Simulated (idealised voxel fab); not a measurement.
Name of the process module below: voxel ribs on slabs
The cross-section on display is named cut; it measures 210 nm wide, and its cells are 5 nm squares.
A cross-section is written here as square cells arranged in a grid, and it is given in bands from the top down, each band taking up one or more rows of cells. For a band, the entry starts with two heights in nm, that of the top and then that of the bottom, and carries on with the band's materials in order from left to right, each alongside its width in nm; the word "throughout" beside a single material means it fills the band edge to edge, and "blank" means empty space. Height is counted from the level 0, under which the received wafer is composed throughout of one material. The lowest of the bands is not closed at the bottom but continues downward, in the notation "0 and below". The two numbers in a width such as "30..40" mark its ends across the band: the first belongs to the top row of cells, the second to the bottom row, and from each row to the next the width moves by the same amount. "nothing changed" means the step left every cell of the cross-section as it was. Entry "Enclosed void inventory" = empty spaces >= 8 cells with no open way to the top; each as width x height at distance, distance from left edge, all nm. Past the settings on a step's line: simulator remark, on that step. For masked steps, "overlay nm" on the step line gives how far right of plan the mask actually lay; a minus sign means it lay to the left.

**Set out below are the planned steps of the process**
- 1: RECEIVE with material Si
- 2: DIRECTIONAL_DEP with material SiO2, thk nm 20
- 3: DIRECTIONAL_DEP with material SiN, thk nm 20
- 4: PATTERN with tone cover, mask id RIB, material resist, width nm 30, thk nm 20, overlay nm 0
- 5: DIRECTIONAL_ETCH with etch materials SiN, depth nm 15
- 6: STRIP with etch materials resist
- 7: PATTERN with tone cover, mask id SLAB, material resist, width nm 90, thk nm 20, overlay nm 0
- 8: DIRECTIONAL_ETCH with etch materials SiN, depth nm 5
- 9: STRIP with etch materials resist
- 10: FILL_DEP with material SiO2, thk nm 15
- 11: CMP with height nm 50
- 12: DIRECTIONAL_DEP with material W, thk nm 5
- 13: PATTERN with tone cover, mask id HEATER, material resist, width nm 40, thk nm 20, overlay nm 0
- 14: DIRECTIONAL_ETCH with etch materials W, depth nm 5
- 15: STRIP with etch materials resist
- 16: CONFORMAL_DEP with material SiN, thk nm 5

**The cross-section here shows the wafer as received, i.e. in its state after step 1**
* 0 and below = Si throughout
* Enclosed void inventory: none

**The first of two wafers, cross-sectioned at the end of the module, with the run proceeding as planned**
* 60 down to 55 = 80 blank, 50 SiN, 80 blank
* 55 down to 50 = 85 SiN, 40 W, 85 SiN
* 50 down to 40 = SiO2 throughout
* 40 down to 25 = 90 SiO2, 30 SiN, 90 SiO2
* 25 down to 20 = 60 SiO2, 90 SiN, 60 SiO2
* 20 down to 0 = SiO2 throughout
* 0 and below = Si throughout
* Enclosed void inventory: none

**Cross-sectional image of the second wafer of the two following completion of the module. Starting state and process plan were the same as for the first wafer; one execution error occurred**
* 55 down to 50 = 85 blank, 40 W, 85 blank
* 50 down to 40 = SiO2 throughout
* 40 down to 25 = 90 SiO2, 30 SiN, 90 SiO2
* 25 down to 20 = 60 SiO2, 90 SiN, 60 SiO2
* 20 down to 0 = SiO2 throughout
* 0 and below = Si throughout
* Enclosed void inventory: none
Nonconformance to the process plan: step 16 was dropped from the plan's execution and never run
The second wafer ends with more or fewer cells of some materials than the first, per final count: SiN -44
